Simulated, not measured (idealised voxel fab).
Process module, titled voxel released beams
In the cross-section labelled cut, the width is 260 nm and each square cell is 5 nm.
Cross-sections here: square-cell grids, written as top-down lists of bands, a band being one or more rows of cells.
Top, bottom (nm), then materials left to right with widths (nm); lone material tagged "throughout" fills the whole band edge to edge; "blank" = empty space.
Height reference: 0 = level under which incoming wafer is all one material. Lowest band: no bottom, runs on downward, e.g. "0 and below".
The two numbers in a width such as "30->40" mark its ends across the band: the first belongs to the top row of cells, the second to the bottom row, and from each row to the next the width moves by the same amount.
Basically "remains unaltered" means that step didn't change any cell in the cross-section.
Empty spaces counting at least 8 cells and having no open way to the top are listed in "Entrapped void list". The notation width x height at distance is used for each, the distance being from the left edge and all three values in nm.
Whatever follows a step's settings on its line is a remark the simulator itself makes about that step.
For masked steps, "overlay nm" on the step line gives how far right of plan the mask actually lay; a minus sign means it lay to the left.
From here on the document is pairs. In a pair, the cross-section before one process step comes with the cross-section after it, and the latter goes no deeper than the lowest band that changed. What lies in between, the step and its settings, is written under the pair. A pair may be from a different run of this module on the same starting wafer than the pair above it, so it continues from that pair only where its entry headed "Prior state" says so.

## Prior state
	0 and below  Si throughout
	Entrapped void list: none

## Sectional Result
	5 down to 0  Al2O3 throughout
	Below 0 it's all the same as before, nothing changed down there.
	Entrapped void list: none
Which operation lies between the before and after views above? op CONFORMAL_DEP | material Al2O3 | thk nm 5

Prior state: the wafer arrives at this step looking as the after cross-section in the pair just above shows it.

## Sectional Result
	15 down to 5  SiO2 throughout
	Below 5 it's all the same as before, nothing changed down there.
	Entrapped void list: none
Which operation lies between the before and after views above? op DIRECTIONAL_DEP | material SiO2 | thk nm 10

Prior state: the wafer arrives at this step looking as the after cross-section in the pair just above shows it.

## Sectional Result
	35 down to 15  resist 85 nm / blank 35 nm / resist 140 nm
	Below 15 it's all the same as before, nothing changed down there.
	Entrapped void list: none
Which operation lies between the before and after views above? op PATTERN | tone open | mask id ANCHOR | material resist | width nm 35 | thk nm 20 | overlay nm 0

Prior state: the wafer arrives at this step looking as the after cross-section in the pair just above shows it.

## Sectional Result
	35 down to 15  resist 85 nm / blank 35 nm / resist 140 nm
	15 down to 5  SiO2 85 nm / blank 35 nm / SiO2 140 nm
	Below 5 it's all the same as before, nothing changed down there.
	Entrapped void list: none
Which operation lies between the before and after views above? op DIRECTIONAL_ETCH | etch materials SiO2 | depth nm 10

Prior state: the wafer arrives at this step looking as the after cross-section in the pair just above shows it.

## Sectional Result
	15 down to 5  SiO2 85 nm / blank 35 nm / SiO2 140 nm
	Below 5 it's all the same as before, nothing changed down there.
	Entrapped void list: none
Which operation lies between the before and after views above? op STRIP | etch materials resist

Prior state: the wafer arrives at this step looking as the after cross-section in the pair just above shows it.

## Sectional Result
	25 down to 15  SiN 95 nm / blank 15 nm / SiN 150 nm
	15 down to 5  SiO2 85 nm / SiN 35 nm / SiO2 140 nm
	Below 5 it's all the same as before, nothing changed down there.
	Entrapped void list: none
Which operation lies between the before and after views above? op CONFORMAL_DEP | material SiN | thk nm 10

Prior state: the wafer arrives at this step looking as the after cross-section in the pair just above shows it.

## Sectional Result
	40 down to 30  aC 95 nm / blank 15 nm / aC 150 nm
	30 down to 25  aC throughout
	25 down to 15  SiN 95 nm / aC 15 nm / SiN 150 nm
	Below 15 it's all the same as before, nothing changed down there.
	Entrapped void list: none
Which operation lies between the before and after views above? op DIRECTIONAL_DEP | material aC | thk nm 15

Prior state: the wafer arrives at this step looking as the after cross-section in the pair just above shows it.

## Sectional Result
	75 down to 40  blank 80 nm / resist 90 nm / blank 90 nm
	40 down to 30  aC 95 nm / resist 15 nm / aC 150 nm
	Below 30 it's all the same as before, nothing changed down there.
	Entrapped void list: none
Which operation lies between the before and after views above? op PATTERN | tone cover | mask id BEAM | material resist | width nm 90 | thk nm 35 | overlay nm 0

Prior state: the wafer arrives at this step looking as the after cross-section in the pair just above shows it.

## Sectional Result
	60 down to 40  blank 80 nm / resist 90 nm / blank 90 nm
	40 down to 30  blank 80 nm / aC 15 nm / resist 15 nm / aC 60 nm / blank 90 nm
	30 down to 25  blank 80 nm / aC 90 nm / blank 90 nm
	Below 25 it's all the same as before, nothing changed down there.
	Entrapped void list: none
Which operation lies between the before and after views above? op DIRECTIONAL_ETCH | etch materials aC | depth nm 15

Prior state: the wafer arrives at this step looking as the after cross-section in the pair just above shows it.

## Sectional Result
	40 down to 30  blank 80 nm / aC 15 nm / blank 15 nm / aC 60 nm / blank 90 nm
	Below 30 it's all the same as before, nothing changed down there.
	Entrapped void list: none
Which operation lies between the before and after views above? op STRIP | etch materials resist

Prior state: the wafer arrives at this step looking as the after cross-section in the pair just above shows it.

## Sectional Result
	40 down to 30  blank 80 nm / aC 15 nm / blank 15 nm / aC 60 nm / blank 90 nm
	30 down to 25  blank 80 nm / aC 90 nm / blank 90 nm
	25 down to 15  blank 80 nm / SiN 15 nm / aC 15 nm / SiN 60 nm / blank 90 nm
	Below 15 it's all the same as before, nothing changed down there.
	Entrapped void list: none
Which operation lies between the before and after views above? op DIRECTIONAL_ETCH | etch materials SiN | depth nm 10

Prior state: the wafer arrives at this step looking as the after cross-section in the pair just above shows it.

## Sectional Result
	25 down to 15  blank 80 nm / SiN 15 nm / blank 15 nm / SiN 60 nm / blank 90 nm
	Below 15 it's all the same as before, nothing changed down there.
	Entrapped void list: none
Which operation lies between the before and after views above? op STRIP | etch materials aC

Prior state: the wafer arrives at this step looking as the after cross-section in the pair just above shows it.

## Sectional Result
	25 down to 15  blank 80 nm / SiN 15 nm / blank 15 nm / SiN 60 nm / blank 90 nm
	15 down to 5  blank 85 nm / SiN 35 nm / blank 140 nm
	Below 5 it's all the same as before, nothing changed down there.
	Entrapped void list: none
Which operation lies between the before and after views above? op STRIP | etch materials SiO2

## Prior state
	0 and below  Si throughout
	Entrapped void list: none

## Sectional Result
	10 down to 0  SiO2 throughout
	Below 0 it's all the same as before, nothing changed down there.
	Entrapped void list: none
Which operation lies between the before and after views above? op DIRECTIONAL_DEP | material SiO2 | thk nm 10

Prior state: the wafer arrives at this step looking as the after cross-section in the pair just above shows it.

## Sectional Result
	30 down to 10  resist 85 nm / blank 35 nm / resist 140 nm
	Below 10 it's all the same as before, nothing changed down there.
	Entrapped void list: none
Which operation lies between the before and after views above? op PATTERN | tone open | mask id ANCHOR | material resist | width nm 35 | thk nm 20 | overlay nm 0

Prior state: the wafer arrives at this step looking as the after cross-section in the pair just above shows it.

## Sectional Result
	30 down to 10  resist 85 nm / blank 35 nm / resist 140 nm
	10 down to 0  SiO2 85 nm / blank 35 nm / SiO2 140 nm
	Below 0 it's all the same as before, nothing changed down there.
	Entrapped void list: none
Which operation lies between the before and after views above? op DIRECTIONAL_ETCH | etch materials SiO2 | depth nm 10

Prior state: the wafer arrives at this step looking as the after cross-section in the pair just above shows it.

## Sectional Result
	10 down to 0  SiO2 85 nm / blank 35 nm / SiO2 140 nm
	Below 0 it's all the same as before, nothing changed down there.
	Entrapped void list: none
Which operation lies between the before and after views above? op STRIP | etch materials resist

Prior state: the wafer arrives at this step looking as the after cross-section in the pair just above shows it.

## Sectional Result
	20 down to 10  SiN 95 nm / blank 15 nm / SiN 150 nm
	10 down to 0  SiO2 85 nm / SiN 35 nm / SiO2 140 nm
	Below 0 it's all the same as before, nothing changed down there.
	Entrapped void list: none
Which operation lies between the before and after views above? op CONFORMAL_DEP | material SiN | thk nm 10

Prior state: the wafer arrives at this step looking as the after cross-section in the pair just above shows it.

## Sectional Result
	35 down to 25  aC 95 nm / blank 15 nm / aC 150 nm
	25 down to 20  aC throughout
	20 down to 10  SiN 95 nm / aC 15 nm / SiN 150 nm
	Below 10 it's all the same as before, nothing changed down there.
	Entrapped void list: none
Which operation lies between the before and after views above? op DIRECTIONAL_DEP | material aC | thk nm 15

Prior state: the wafer arrives at this step looking as the after cross-section in the pair just above shows it.

## Sectional Result
	70 down to 35  blank 80 nm / resist 90 nm / blank 90 nm
	35 down to 25  aC 95 nm / resist 15 nm / aC 150 nm
	Below 25 it's all the same as before, nothing changed down there.
	Entrapped void list: none
Which operation lies between the before and after views above? op PATTERN | tone cover | mask id BEAM | material resist | width nm 90 | thk nm 35 | overlay nm 0

Prior state: the wafer arrives at this step looking as the after cross-section in the pair just above shows it.

## Sectional Result
	55 down to 35  blank 80 nm / resist 90 nm / blank 90 nm
	35 down to 25  blank 80 nm / aC 15 nm / resist 15 nm / aC 60 nm / blank 90 nm
	25 down to 20  blank 80 nm / aC 90 nm / blank 90 nm
	Below 20 it's all the same as before, nothing changed down there.
	Entrapped void list: none
Which operation lies between the before and after views above? op DIRECTIONAL_ETCH | etch materials aC | depth nm 15

Prior state: the wafer arrives at this step looking as the after cross-section in the pair just above shows it.

## Sectional Result
	35 down to 25  blank 80 nm / aC 15 nm / blank 15 nm / aC 60 nm / blank 90 nm
	Below 25 it's all the same as before, nothing changed down there.
	Entrapped void list: none
Which operation lies between the before and after views above? op STRIP | etch materials resist

Prior state: the wafer arrives at this step looking as the after cross-section in the pair just above shows it.

## Sectional Result
	35 down to 25  blank 80 nm / aC 15 nm / blank 15 nm / aC 60 nm / blank 90 nm
	25 down to 20  blank 80 nm / aC 90 nm / blank 90 nm
	20 down to 10  blank 80 nm / SiN 15 nm / aC 15 nm / SiN 60 nm / blank 90 nm
	Below 10 it's all the same as before, nothing changed down there.
	Entrapped void list: none
Which operation lies between the before and after views above? op DIRECTIONAL_ETCH | etch materials SiN | depth nm 10

Prior state: the wafer arrives at this step looking as the after cross-section in the pair just above shows it.

## Sectional Result
	20 down to 10  blank 80 nm / SiN 15 nm / blank 15 nm / SiN 60 nm / blank 90 nm
	Below 10 it's all the same as before, nothing changed down there.
	Entrapped void list: none
Which operation lies between the before and after views above? op STRIP | etch materials aC

Prior state: the wafer arrives at this step looking as the after cross-section in the pair just above shows it.

## Sectional Result
	20 down to 10  blank 80 nm / SiN 15 nm / blank 15 nm / SiN 60 nm / blank 90 nm
	10 down to 0  blank 85 nm / SiN 35 nm / blank 140 nm
	Below 0 it's all the same as before, nothing changed down there.
	Entrapped void list: none
Which operation lies between the before and after views above? op STRIP | etch materials SiO2

## Prior state
	10 down to 0  SiO2 throughout
	0 and below  Si throughout
	Entrapped void list: none

## Sectional Result
	15 down to 10  Al2O3 throughout
	Below 10 it's all the same as before, nothing changed down there.
	Entrapped void list: none
Which operation lies between the before and after views above? op CONFORMAL_DEP | material Al2O3 | thk nm 5

Prior state: the wafer arrives at this step looking as the after cross-section in the pair just above shows it.

## Sectional Result
	35 down to 15  resist 85 nm / blank 35 nm / resist 140 nm
	Below 15 it's all the same as before, nothing changed down there.
	Entrapped void list: none
Which operation lies between the before and after views above? op PATTERN | tone open | mask id ANCHOR | material resist | width nm 35 | thk nm 20 | overlay nm 0

Prior state: the wafer arrives at this step looking as the after cross-section in the pair just above shows it.

## Sectional Result
	15 down to 10  Al2O3 throughout
	Below 10 it's all the same as before, nothing changed down there.
	Entrapped void list: none
Which operation lies between the before and after views above? op STRIP | etch materials resist

Prior state: the wafer arrives at this step looking as the after cross-section in the pair just above shows it.

## Sectional Result
	25 down to 15  SiN throughout
	Below 15 it's all the same as before, nothing changed down there.
	Entrapped void list: none
Which operation lies between the before and after views above? op CONFORMAL_DEP | material SiN | thk nm 10

Prior state: the wafer arrives at this step looking as the after cross-section in the pair just above shows it.

## Sectional Result
	40 down to 25  aC throughout
	Below 25 it's all the same as before, nothing changed down there.
	Entrapped void list: none
Which operation lies between the before and after views above? op DIRECTIONAL_DEP | material aC | thk nm 15

Prior state: the wafer arrives at this step looking as the after cross-section in the pair just above shows it.

## Sectional Result
	75 down to 40  blank 80 nm / resist 90 nm / blank 90 nm
	Below 40 it's all the same as before, nothing changed down there.
	Entrapped void list: none
Which operation lies between the before and after views above? op PATTERN | tone cover | mask id BEAM | material resist | width nm 90 | thk nm 35 | overlay nm 0

Prior state: the wafer arrives at this step looking as the after cross-section in the pair just above shows it.

## Sectional Result
	60 down to 40  blank 80 nm / resist 90 nm / blank 90 nm
	40 down to 25  blank 80 nm / aC 90 nm / blank 90 nm
	Below 25 it's all the same as before, nothing changed down there.
	Entrapped void list: none
Which operation lies between the before and after views above? op DIRECTIONAL_ETCH | etch materials aC | depth nm 15

Prior state: the wafer arrives at this step looking as the after cross-section in the pair just above shows it.

## Sectional Result
	40 down to 25  blank 80 nm / aC 90 nm / blank 90 nm
	Below 25 it's all the same as before, nothing changed down there.
	Entrapped void list: none
Which operation lies between the before and after views above? op STRIP | etch materials resist

Prior state: the wafer arrives at this step looking as the after cross-section in the pair just above shows it.

## Sectional Result
	40 down to 25  blank 80 nm / aC 90 nm / blank 90 nm
	25 down to 15  blank 80 nm / SiN 90 nm / blank 90 nm
	Below 15 it's all the same as before, nothing changed down there.
	Entrapped void list: none
Which operation lies between the before and after views above? op DIRECTIONAL_ETCH | etch materials SiN | depth nm 10

Prior state: the wafer arrives at this step looking as the after cross-section in the pair just above shows it.

## Sectional Result
	25 down to 15  blank 80 nm / SiN 90 nm / blank 90 nm
	Below 15 it's all the same as before, nothing changed down there.
	Entrapped void list: none
Which operation lies between the before and after views above? op STRIP | etch materials aC

## Prior state
	15 down to 5  SiO2 85 nm / blank 35 nm / SiO2 140 nm
	5 down to 0  Al2O3 throughout
	0 and below  Si throughout
	Entrapped void list: none

## Sectional Result
	20 down to 15  SiN 90 nm / blank 25 nm / SiN 145 nm
	15 down to 10  SiO2 85 nm / SiN 5 nm / blank 25 nm / SiN 5 nm / SiO2 140 nm
	10 down to 5  SiO2 85 nm / SiN 35 nm / SiO2 140 nm
	Below 5 it's all the same as before, nothing changed down there.
	Entrapped void list: none
Which operation lies between the before and after views above? op CONFORMAL_DEP | material SiN | thk nm 5

Prior state: the wafer arrives at this step looking as the after cross-section in the pair just above shows it.

## Sectional Result
	35 down to 25  aC 90 nm / blank 25 nm / aC 145 nm
	25 down to 20  aC throughout
	20 down to 15  SiN 90 nm / aC 25 nm / SiN 145 nm
	15 down to 10  SiO2 85 nm / SiN 5 nm / aC 25 nm / SiN 5 nm / SiO2 140 nm
	Below 10 it's all the same as before, nothing changed down there.
	Entrapped void list: none
Which operation lies between the before and after views above? op DIRECTIONAL_DEP | material aC | thk nm 15

Prior state: the wafer arrives at this step looking as the after cross-section in the pair just above shows it.

## Sectional Result
	70 down to 35  blank 80 nm / resist 90 nm / blank 90 nm
	35 down to 25  aC 90 nm / resist 25 nm / aC 145 nm
	Below 25 it's all the same as before, nothing changed down there.
	Entrapped void list: none
Which operation lies between the before and after views above? op PATTERN | tone cover | mask id BEAM | material resist | width nm 90 | thk nm 35 | overlay nm 0

Prior state: the wafer arrives at this step looking as the after cross-section in the pair just above shows it.

## Sectional Result
	55 down to 35  blank 80 nm / resist 90 nm / blank 90 nm
	35 down to 25  blank 80 nm / aC 10 nm / resist 25 nm / aC 55 nm / blank 90 nm
	25 down to 20  blank 80 nm / aC 90 nm / blank 90 nm
	Below 20 it's all the same as before, nothing changed down there.
	Entrapped void list: none
Which operation lies between the before and after views above? op DIRECTIONAL_ETCH | etch materials aC | depth nm 15

Prior state: the wafer arrives at this step looking as the after cross-section in the pair just above shows it.

## Sectional Result
	35 down to 25  blank 80 nm / aC 10 nm / blank 25 nm / aC 55 nm / blank 90 nm
	Below 25 it's all the same as before, nothing changed down there.
	Entrapped void list: none
Which operation lies between the before and after views above? op STRIP | etch materials resist

Prior state: the wafer arrives at this step looking as the after cross-section in the pair just above shows it.

## Sectional Result
	35 down to 25  blank 80 nm / aC 10 nm / blank 25 nm / aC 55 nm / blank 90 nm
	25 down to 20  blank 80 nm / aC 90 nm / blank 90 nm
	20 down to 15  blank 80 nm / SiN 10 nm / aC 25 nm / SiN 55 nm / blank 90 nm
	Below 15 it's all the same as before, nothing changed down there.
	Entrapped void list: none
Which operation lies between the before and after views above? op DIRECTIONAL_ETCH | etch materials SiN | depth nm 10

Prior state: the wafer arrives at this step looking as the after cross-section in the pair just above shows it.

## Sectional Result
	20 down to 15  blank 80 nm / SiN 10 nm / blank 25 nm / SiN 55 nm / blank 90 nm
	15 down to 10  SiO2 85 nm / SiN 5 nm / blank 25 nm / SiN 5 nm / SiO2 140 nm
	Below 10 it's all the same as before, nothing changed down there.
	Entrapped void list: none
Which operation lies between the before and after views above? op STRIP | etch materials aC

Prior state: the wafer arrives at this step looking as the after cross-section in the pair just above shows it.

## Sectional Result
	20 down to 10  blank 80->85 nm / SiN 10->5 nm / blank 25 nm / SiN 55->5 nm / blank 90->140 nm
	10 down to 5  blank 85 nm / SiN 35 nm / blank 140 nm
	Below 5 it's all the same as before, nothing changed down there.
	Entrapped void list: none
Which operation lies between the before and after views above? op STRIP | etch materials SiO2

## Prior state
	15 down to 5  SiO2 throughout
	5 down to 0  Al2O3 throughout
	0 and below  Si throughout
	Entrapped void list: none

## Sectional Result
	35 down to 15  resist 85 nm / blank 40 nm / resist 135 nm
	Below 15 it's all the same as before, nothing changed down there.
	Entrapped void list: none
Which operation lies between the before and after views above? op PATTERN | tone open | mask id ANCHOR | material resist | width nm 40 | thk nm 20 | overlay nm 0

Prior state: the wafer arrives at this step looking as the after cross-section in the pair just above shows it.

## Sectional Result
	35 down to 15  resist 85 nm / blank 40 nm / resist 135 nm
	15 down to 5  SiO2 85 nm / blank 40 nm / SiO2 135 nm
	Below 5 it's all the same as before, nothing changed down there.
	Entrapped void list: none
Which operation lies between the before and after views above? op DIRECTIONAL_ETCH | etch materials SiO2 | depth nm 10

Prior state: the wafer arrives at this step looking as the after cross-section in the pair just above shows it.

## Sectional Result
	15 down to 5  SiO2 85 nm / blank 40 nm / SiO2 135 nm
	Below 5 it's all the same as before, nothing changed down there.
	Entrapped void list: none
Which operation lies between the before and after views above? op STRIP | etch materials resist

Prior state: the wafer arrives at this step looking as the after cross-section in the pair just above shows it.

## Sectional Result
	25 down to 15  SiN 95 nm / blank 20 nm / SiN 145 nm
	15 down to 5  SiO2 85 nm / SiN 40 nm / SiO2 135 nm
	Below 5 it's all the same as before, nothing changed down there.
	Entrapped void list: none
Which operation lies between the before and after views above? op CONFORMAL_DEP | material SiN | thk nm 10

Prior state: the wafer arrives at this step looking as the after cross-section in the pair just above shows it.

## Sectional Result
	40 down to 30  aC 95 nm / blank 20 nm / aC 145 nm
	30 down to 25  aC throughout
	25 down to 15  SiN 95 nm / aC 20 nm / SiN 145 nm
	Below 15 it's all the same as before, nothing changed down there.
	Entrapped void list: none
Which operation lies between the before and after views above? op DIRECTIONAL_DEP | material aC | thk nm 15

Prior state: the wafer arrives at this step looking as the after cross-section in the pair just above shows it.

## Sectional Result
	75 down to 40  blank 80 nm / resist 90 nm / blank 90 nm
	40 down to 30  aC 95 nm / resist 20 nm / aC 145 nm
	Below 30 it's all the same as before, nothing changed down there.
	Entrapped void list: none
Which operation lies between the before and after views above? op PATTERN | tone cover | mask id BEAM | material resist | width nm 90 | thk nm 35 | overlay nm 0

Prior state: the wafer arrives at this step looking as the after cross-section in the pair just above shows it.

## Sectional Result
	60 down to 40  blank 80 nm / resist 90 nm / blank 90 nm
	40 down to 30  blank 80 nm / aC 15 nm / resist 20 nm / aC 55 nm / blank 90 nm
	30 down to 25  blank 80 nm / aC 90 nm / blank 90 nm
	Below 25 it's all the same as before, nothing changed down there.
	Entrapped void list: none
Which operation lies between the before and after views above? op DIRECTIONAL_ETCH | etch materials aC | depth nm 15

Prior state: the wafer arrives at this step looking as the after cross-section in the pair just above shows it.

## Sectional Result
	40 down to 30  blank 80 nm / aC 15 nm / blank 20 nm / aC 55 nm / blank 90 nm
	Below 30 it's all the same as before, nothing changed down there.
	Entrapped void list: none
Which operation lies between the before and after views above? op STRIP | etch materials resist

Prior state: the wafer arrives at this step looking as the after cross-section in the pair just above shows it.

## Sectional Result
	40 down to 30  blank 80 nm / aC 15 nm / blank 20 nm / aC 55 nm / blank 90 nm
	30 down to 25  blank 80 nm / aC 90 nm / blank 90 nm
	25 down to 15  blank 80 nm / SiN 15 nm / aC 20 nm / SiN 55 nm / blank 90 nm
	Below 15 it's all the same as before, nothing changed down there.
	Entrapped void list: none
Which operation lies between the before and after views above? op DIRECTIONAL_ETCH | etch materials SiN | depth nm 10

Prior state: the wafer arrives at this step looking as the after cross-section in the pair just above shows it.

## Sectional Result
	25 down to 15  blank 80 nm / SiN 15 nm / blank 20 nm / SiN 55 nm / blank 90 nm
	Below 15 it's all the same as before, nothing changed down there.
	Entrapped void list: none
Which operation lies between the before and after views above? op STRIP | etch materials aC

Prior state: the wafer arrives at this step looking as the after cross-section in the pair just above shows it.

## Sectional Result
	25 down to 15  blank 80 nm / SiN 15 nm / blank 20 nm / SiN 55 nm / blank 90 nm
	15 down to 5  blank 85 nm / SiN 40 nm / blank 135 nm
	Below 5 it's all the same as before, nothing changed down there.
	Entrapped void list: none
Which operation lies between the before and after views above? op STRIP | etch materials SiO2

## Prior state
	15 down to 5  SiO2 throughout
	5 down to 0  Al2O3 throughout
	0 and below  Si throughout
	Entrapped void list: none

## Sectional Result
	35 down to 15  resist 75 nm / blank 35 nm / resist 150 nm
	Below 15 it's all the same as before, nothing changed down there.
	Entrapped void list: none
Which operation lies between the before and after views above? op PATTERN | tone open | mask id ANCHOR | material resist | width nm 35 | thk nm 20 | overlay nm -10

Prior state: the wafer arrives at this step looking as the after cross-section in the pair just above shows it.

## Sectional Result
	35 down to 15  resist 75 nm / blank 35 nm / resist 150 nm
	15 down to 5  SiO2 75 nm / blank 35 nm / SiO2 150 nm
	Below 5 it's all the same as before, nothing changed down there.
	Entrapped void list: none
Which operation lies between the before and after views above? op DIRECTIONAL_ETCH | etch materials SiO2 | depth nm 10

Prior state: the wafer arrives at this step looking as the after cross-section in the pair just above shows it.

## Sectional Result
	15 down to 5  SiO2 75 nm / blank 35 nm / SiO2 150 nm
	Below 5 it's all the same as before, nothing changed down there.
	Entrapped void list: none
Which operation lies between the before and after views above? op STRIP | etch materials resist

Prior state: the wafer arrives at this step looking as the after cross-section in the pair just above shows it.

## Sectional Result
	25 down to 15  SiN 85 nm / blank 15 nm / SiN 160 nm
	15 down to 5  SiO2 75 nm / SiN 35 nm / SiO2 150 nm
	Below 5 it's all the same as before, nothing changed down there.
	Entrapped void list: none
Which operation lies between the before and after views above? op CONFORMAL_DEP | material SiN | thk nm 10

Prior state: the wafer arrives at this step looking as the after cross-section in the pair just above shows it.

## Sectional Result
	40 down to 30  aC 85 nm / blank 15 nm / aC 160 nm
	30 down to 25  aC throughout
	25 down to 15  SiN 85 nm / aC 15 nm / SiN 160 nm
	Below 15 it's all the same as before, nothing changed down there.
	Entrapped void list: none
Which operation lies between the before and after views above? op DIRECTIONAL_DEP | material aC | thk nm 15

Prior state: the wafer arrives at this step looking as the after cross-section in the pair just above shows it.

## Sectional Result
	75 down to 40  blank 80 nm / resist 90 nm / blank 90 nm
	40 down to 30  aC 85 nm / resist 15 nm / aC 160 nm
	Below 30 it's all the same as before, nothing changed down there.
	Entrapped void list: none
Which operation lies between the before and after views above? op PATTERN | tone cover | mask id BEAM | material resist | width nm 90 | thk nm 35 | overlay nm 0

Prior state: the wafer arrives at this step looking as the after cross-section in the pair just above shows it.

## Sectional Result
	60 down to 40  blank 80 nm / resist 90 nm / blank 90 nm
	40 down to 30  blank 80 nm / aC 5 nm / resist 15 nm / aC 70 nm / blank 90 nm
	30 down to 25  blank 80 nm / aC 90 nm / blank 90 nm
	Below 25 it's all the same as before, nothing changed down there.
	Entrapped void list: none
Which operation lies between the before and after views above? op DIRECTIONAL_ETCH | etch materials aC | depth nm 15

Prior state: the wafer arrives at this step looking as the after cross-section in the pair just above shows it.

## Sectional Result
	40 down to 30  blank 80 nm / aC 5 nm / blank 15 nm / aC 70 nm / blank 90 nm
	Below 30 it's all the same as before, nothing changed down there.
	Entrapped void list: none
Which operation lies between the before and after views above? op STRIP | etch materials resist

Prior state: the wafer arrives at this step looking as the after cross-section in the pair just above shows it.

## Sectional Result
	40 down to 30  blank 80 nm / aC 5 nm / blank 15 nm / aC 70 nm / blank 90 nm
	30 down to 25  blank 80 nm / aC 90 nm / blank 90 nm
	25 down to 15  blank 80 nm / SiN 5 nm / aC 15 nm / SiN 70 nm / blank 90 nm
	Below 15 it's all the same as before, nothing changed down there.
	Entrapped void list: none
Which operation lies between the before and after views above? op DIRECTIONAL_ETCH | etch materials SiN | depth nm 10

Prior state: the wafer arrives at this step looking as the after cross-section in the pair just above shows it.

## Sectional Result
	25 down to 15  blank 80 nm / SiN 5 nm / blank 15 nm / SiN 70 nm / blank 90 nm
	Below 15 it's all the same as before, nothing changed down there.
	Entrapped void list: none
Which operation lies between the before and after views above? op STRIP | etch materials aC

Prior state: the wafer arrives at this step looking as the after cross-section in the pair just above shows it.

## Sectional Result
	25 down to 15  blank 80 nm / SiN 5 nm / blank 15 nm / SiN 70 nm / blank 90 nm
	15 down to 5  blank 75 nm / SiN 35 nm / blank 150 nm
	Below 5 it's all the same as before, nothing changed down there.
	Entrapped void list: none
Which operation lies between the before and after views above? op STRIP | etch materials SiO2

## Prior state
	0 and below  Si throughout
	Entrapped void list: none

## Sectional Result
	5 down to 0  aC throughout
	Below 0 it's all the same as before, nothing changed down there.
	Entrapped void list: none
Which operation lies between the before and after views above? op CONFORMAL_DEP | material aC | thk nm 5

Prior state: the wafer arrives at this step looking as the after cross-section in the pair just above shows it.

## Sectional Result
	15 down to 5  SiO2 throughout
	Below 5 it's all the same as before, nothing changed down there.
	Entrapped void list: none
Which operation lies between the before and after views above? op DIRECTIONAL_DEP | material SiO2 | thk nm 10

Prior state: the wafer arrives at this step looking as the after cross-section in the pair just above shows it.

## Sectional Result
	35 down to 15  resist 85 nm / blank 35 nm / resist 140 nm
	Below 15 it's all the same as before, nothing changed down there.
	Entrapped void list: none
Which operation lies between the before and after views above? op PATTERN | tone open | mask id ANCHOR | material resist | width nm 35 | thk nm 20 | overlay nm 0

Prior state: the wafer arrives at this step looking as the after cross-section in the pair just above shows it.

## Sectional Result
	35 down to 15  resist 85 nm / blank 35 nm / resist 140 nm
	15 down to 5  SiO2 85 nm / blank 35 nm / SiO2 140 nm
	Below 5 it's all the same as before, nothing changed down there.
	Entrapped void list: none
Which operation lies between the before and after views above? op DIRECTIONAL_ETCH | etch materials SiO2 | depth nm 10

Prior state: the wafer arrives at this step looking as the after cross-section in the pair just above shows it.

## Sectional Result
	15 down to 5  SiO2 85 nm / blank 35 nm / SiO2 140 nm
	Below 5 it's all the same as before, nothing changed down there.
	Entrapped void list: none
Which operation lies between the before and after views above? op STRIP | etch materials resist

Prior state: the wafer arrives at this step looking as the after cross-section in the pair just above shows it.

## Sectional Result
	25 down to 15  SiN 95 nm / blank 15 nm / SiN 150 nm
	15 down to 5  SiO2 85 nm / SiN 35 nm / SiO2 140 nm
	Below 5 it's all the same as before, nothing changed down there.
	Entrapped void list: none
Which operation lies between the before and after views above? op CONFORMAL_DEP | material SiN | thk nm 10

Prior state: the wafer arrives at this step looking as the after cross-section in the pair just above shows it.

## Sectional Result
	40 down to 30  aC 95 nm / blank 15 nm / aC 150 nm
	30 down to 25  aC throughout
	25 down to 15  SiN 95 nm / aC 15 nm / SiN 150 nm
	Below 15 it's all the same as before, nothing changed down there.
	Entrapped void list: none
Which operation lies between the before and after views above? op DIRECTIONAL_DEP | material aC | thk nm 15

Prior state: the wafer arrives at this step looking as the after cross-section in the pair just above shows it.

## Sectional Result
	75 down to 40  blank 80 nm / resist 90 nm / blank 90 nm
	40 down to 30  aC 95 nm / resist 15 nm / aC 150 nm
	Below 30 it's all the same as before, nothing changed down there.
	Entrapped void list: none
Which operation lies between the before and after views above? op PATTERN | tone cover | mask id BEAM | material resist | width nm 90 | thk nm 35 | overlay nm 0

Prior state: the wafer arrives at this step looking as the after cross-section in the pair just above shows it.

## Sectional Result
	60 down to 40  blank 80 nm / resist 90 nm / blank 90 nm
	40 down to 30  blank 80 nm / aC 15 nm / resist 15 nm / aC 60 nm / blank 90 nm
	30 down to 25  blank 80 nm / aC 90 nm / blank 90 nm
	Below 25 it's all the same as before, nothing changed down there.
	Entrapped void list: none
Which operation lies between the before and after views above? op DIRECTIONAL_ETCH | etch materials aC | depth nm 15

Prior state: the wafer arrives at this step looking as the after cross-section in the pair just above shows it.

## Sectional Result
	40 down to 30  blank 80 nm / aC 15 nm / blank 15 nm / aC 60 nm / blank 90 nm
	Below 30 it's all the same as before, nothing changed down there.
	Entrapped void list: none
Which operation lies between the before and after views above? op STRIP | etch materials resist

Prior state: the wafer arrives at this step looking as the after cross-section in the pair just above shows it.

## Sectional Result
	40 down to 30  blank 80 nm / aC 15 nm / blank 15 nm / aC 60 nm / blank 90 nm
	30 down to 25  blank 80 nm / aC 90 nm / blank 90 nm
	25 down to 15  blank 80 nm / SiN 15 nm / aC 15 nm / SiN 60 nm / blank 90 nm
	Below 15 it's all the same as before, nothing changed down there.
	Entrapped void list: none
Which operation lies between the before and after views above? op DIRECTIONAL_ETCH | etch materials SiN | depth nm 10

Prior state: the wafer arrives at this step looking as the after cross-section in the pair just above shows it.

## Sectional Result
	25 down to 15  blank 80 nm / SiN 15 nm / blank 15 nm / SiN 60 nm / blank 90 nm
	Below 15 it's all the same as before, nothing changed down there.
	Entrapped void list: none
Which operation lies between the before and after views above? op STRIP | etch materials aC

Prior state: the wafer arrives at this step looking as the after cross-section in the pair just above shows it.

## Sectional Result
	25 down to 15  blank 80 nm / SiN 15 nm / blank 15 nm / SiN 60 nm / blank 90 nm
	15 down to 5  blank 85 nm / SiN 35 nm / blank 140 nm
	Below 5 it's all the same as before, nothing changed down there.
	Entrapped void list: none
Which operation lies between the before and after views above? op STRIP | etch materials SiO2

## Prior state
	15 down to 5  SiO2 throughout
	5 down to 0  Al2O3 throughout
	0 and below  Si throughout
	Entrapped void list: none

## Sectional Result
	35 down to 15  blank 85 nm / resist 35 nm / blank 140 nm
	Below 15 it's all the same as before, nothing changed down there.
	Entrapped void list: none
Which operation lies between the before and after views above? op PATTERN | tone cover | mask id ANCHOR | material resist | width nm 35 | thk nm 20 | overlay nm 0
